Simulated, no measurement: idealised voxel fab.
process module | voxel self aligned contacts
cross-section cut | 145 nm wide | cells 5 nm
A cross-section is a grid of square cells, given in bands from the top down. A band is one or more rows of cells.
Each band's line starts with the height of the band's top and of its bottom, in nm. Then come its materials from left to right, each with its width in nm. One material with "throughout" fills the band from edge to edge. "air" is empty space.
Height 0 is the level under which the wafer as received is all one material. The lowest band goes on downwards, as in "0 down".
A width such as "30 to 40" changes by the same amount from each row of cells to the next, from the band's top row to its bottom row.
"no change" after a step means that no cell of the cross-section changed.
closed voids: empty space of 8 cells or more with no open way to the top, each as width x height at its distance from the left edge, in nm
after a step's settings: what the simulator itself notes on the step
overlay nm, on a step with a mask: how far to the right of its planned place the mask lay; to the left if negative
plan
1 op RECEIVE | material Si
2 op OXIDIZE | depth nm 5
3 op DIRECTIONAL_DEP | material polySi | thk nm 20
4 op DIRECTIONAL_DEP | material SiN | thk nm 25
5 op DIRECTIONAL_DEP | material aC | thk nm 10
6 op PATTERN | tone cover | mask id GATE | material resist | width nm 35 | pitch nm 75 | thk nm 25 | overlay nm 0
7 op DIRECTIONAL_ETCH | etch materials aC | depth nm 10
8 op STRIP | etch materials resist
9 op DIRECTIONAL_ETCH | etch materials SiN | depth nm 25
10 op DIRECTIONAL_ETCH | etch materials polySi | depth nm 20
11 op STRIP | etch materials aC
12 op CONFORMAL_DEP | material SiN | thk nm 10
13 op DIRECTIONAL_ETCH | etch materials SiN | depth nm 10
14 op FILL_DEP | material SiO2 | thk nm 15
15 op CMP | height nm 55
16 op MASKED_ETCH | tone open | mask id CONTACT | width nm 50 | etch materials SiO2 | depth nm 60 | overlay nm 0
17 op CONFORMAL_DEP | material TiN | thk nm 5
18 op FILL_DEP | material Ru | thk nm 5
19 op CMP | height nm 55
20 op CONFORMAL_DEP | material SiCN | thk nm 5
first wafer, as planned
as received, after step 1
  0 down: Si throughout
  closed voids: none
after step 2
  0 to -5: SiO2 throughout
  below -5: unchanged
after step 3
  20 to 0: polySi throughout
  below 0: unchanged
after step 4
  45 to 20: SiN throughout
  below 20: unchanged
after step 5
  55 to 45: aC throughout
  below 45: unchanged
after step 6
  80 to 55: air 15 | resist 35 | air 40 | resist 35 | air 20
  below 55: unchanged
after step 7
  70 to 55: air 15 | resist 35 | air 40 | resist 35 | air 20
  55 to 45: air 15 | aC 35 | air 40 | aC 35 | air 20
  below 45: unchanged
after step 8
  55 to 45: air 15 | aC 35 | air 40 | aC 35 | air 20
  below 45: unchanged
after step 9
  55 to 45: air 15 | aC 35 | air 40 | aC 35 | air 20
  45 to 20: air 15 | SiN 35 | air 40 | SiN 35 | air 20
  below 20: unchanged
after step 10
  55 to 45: air 15 | aC 35 | air 40 | aC 35 | air 20
  45 to 20: air 15 | SiN 35 | air 40 | SiN 35 | air 20
  20 to 0: air 15 | polySi 35 | air 40 | polySi 35 | air 20
  below 0: unchanged
after step 11
  45 to 20: air 15 | SiN 35 | air 40 | SiN 35 | air 20
  below 20: unchanged
after step 12
  55 to 20: air 5 | SiN 55 | air 20 | SiN 55 | air 10
  20 to 10: air 5 | SiN 10 | polySi 35 | SiN 10 | air 20 | SiN 10 | polySi 35 | SiN 10 | air 10
  10 to 0: SiN 15 | polySi 35 | SiN 40 | polySi 35 | SiN 20
  below 0: unchanged
after step 13
  45 to 20: air 5 | SiN 55 | air 20 | SiN 55 | air 10
  20 to 0: air 5 | SiN 10 | polySi 35 | SiN 10 | air 20 | SiN 10 | polySi 35 | SiN 10 | air 10
  below 0: unchanged
after step 14
  60 to 45: SiO2 throughout
  45 to 20: SiO2 5 | SiN 55 | SiO2 20 | SiN 55 | SiO2 10
  20 to 0: SiO2 5 | SiN 10 | polySi 35 | SiN 10 | SiO2 20 | SiN 10 | polySi 35 | SiN 10 | SiO2 10
  below 0: unchanged
after step 15
  55 to 45: SiO2 throughout
  below 45: unchanged
after step 16
  55 to 45: SiO2 45 | air 50 | SiO2 50
  45 to 20: SiO2 5 | SiN 55 | air 20 | SiN 55 | SiO2 10
  20 to 0: SiO2 5 | SiN 10 | polySi 35 | SiN 10 | air 20 | SiN 10 | polySi 35 | SiN 10 | SiO2 10
  0 to -5: SiO2 60 | air 20 | SiO2 65
  below -5: unchanged
after step 17
  60 to 55: TiN 50 | air 40 | TiN 55
  55 to 45: SiO2 45 | TiN 5 to 20 | air 40 to 10 | TiN 5 to 20 | SiO2 50
  45 to 20: SiO2 5 | SiN 55 | TiN 5 | air 10 | TiN 5 | SiN 55 | SiO2 10
  20 to 0: SiO2 5 | SiN 10 | polySi 35 | SiN 10 | TiN 5 | air 10 | TiN 5 | SiN 10 | polySi 35 | SiN 10 | SiO2 10
  0 to -5: SiO2 60 | TiN 20 | SiO2 65
  below -5: unchanged
after step 18
  65 to 60: Ru throughout
  60 to 55: TiN 50 | Ru 40 | TiN 55
  55 to 45: SiO2 45 | TiN 5 to 20 | Ru 40 to 10 | TiN 5 to 20 | SiO2 50
  45 to 20: SiO2 5 | SiN 55 | TiN 5 | Ru 10 | TiN 5 | SiN 55 | SiO2 10
  20 to 0: SiO2 5 | SiN 10 | polySi 35 | SiN 10 | TiN 5 | Ru 10 | TiN 5 | SiN 10 | polySi 35 | SiN 10 | SiO2 10
  below 0: unchanged
after step 19
  55 to 45: SiO2 45 | TiN 5 to 20 | Ru 40 to 10 | TiN 5 to 20 | SiO2 50
  below 45: unchanged
after step 20
  60 to 55: SiCN throughout
  below 55: unchanged
second wafer: like start, like plan, one mistake. Through step 3 it matches the first wafer
when step 4 should have ended
  70 to 20: SiN throughout
  below 20: unchanged
when step 5 should have ended
  80 to 70: aC throughout
  below 70: unchanged
when step 6 should have ended
  105 to 80: air 15 | resist 35 | air 40 | resist 35 | air 20
  below 80: unchanged
when step 7 should have ended
  95 to 80: air 15 | resist 35 | air 40 | resist 35 | air 20
  80 to 70: air 15 | aC 35 | air 40 | aC 35 | air 20
  below 70: unchanged
when step 8 should have ended
  80 to 70: air 15 | aC 35 | air 40 | aC 35 | air 20
  below 70: unchanged
when step 9 should have ended
  80 to 70: air 15 | aC 35 | air 40 | aC 35 | air 20
  70 to 45: air 15 | SiN 35 | air 40 | SiN 35 | air 20
  below 45: unchanged
when step 10 should have ended: no change
when step 11 should have ended
  70 to 45: air 15 | SiN 35 | air 40 | SiN 35 | air 20
  below 45: unchanged
when step 12 should have ended
  80 to 55: air 5 | SiN 55 | air 20 | SiN 55 | air 10
  55 to 20: SiN throughout
  below 20: unchanged
when step 13 should have ended
  70 to 45: air 5 | SiN 55 | air 20 | SiN 55 | air 10
  below 45: unchanged
when step 14 should have ended
  85 to 70: SiO2 throughout
  70 to 45: SiO2 5 | SiN 55 | SiO2 20 | SiN 55 | SiO2 10
  below 45: unchanged
when step 15 should have ended
  55 to 45: SiO2 5 | SiN 55 | SiO2 20 | SiN 55 | SiO2 10
  below 45: unchanged
when step 16 should have ended
  55 to 45: SiO2 5 | SiN 55 | air 20 | SiN 55 | SiO2 10
  below 45: unchanged
when step 17 should have ended
  60 to 55: TiN 65 | air 10 | TiN 70
  55 to 50: SiO2 5 | SiN 55 | TiN 5 | air 10 | TiN 5 | SiN 55 | SiO2 10
  50 to 45: SiO2 5 | SiN 55 | TiN 20 | SiN 55 | SiO2 10
  below 45: unchanged
when step 18 should have ended
  65 to 60: Ru throughout
  60 to 55: TiN 65 | Ru 10 | TiN 70
  55 to 50: SiO2 5 | SiN 55 | TiN 5 | Ru 10 | TiN 5 | SiN 55 | SiO2 10
  below 50: unchanged
when step 19 should have ended
  55 to 50: SiO2 5 | SiN 55 | TiN 5 | Ru 10 | TiN 5 | SiN 55 | SiO2 10
  below 50: unchanged
when step 20 should have ended
  60 to 55: SiCN throughout
  below 55: unchanged
what went wrong: step 4 was run twice
at the end the second wafer has, in cells: 26 fewer of Ru | 47 more of SiN | 55 fewer of SiO2 | 26 fewer of TiN | 60 more of polySi
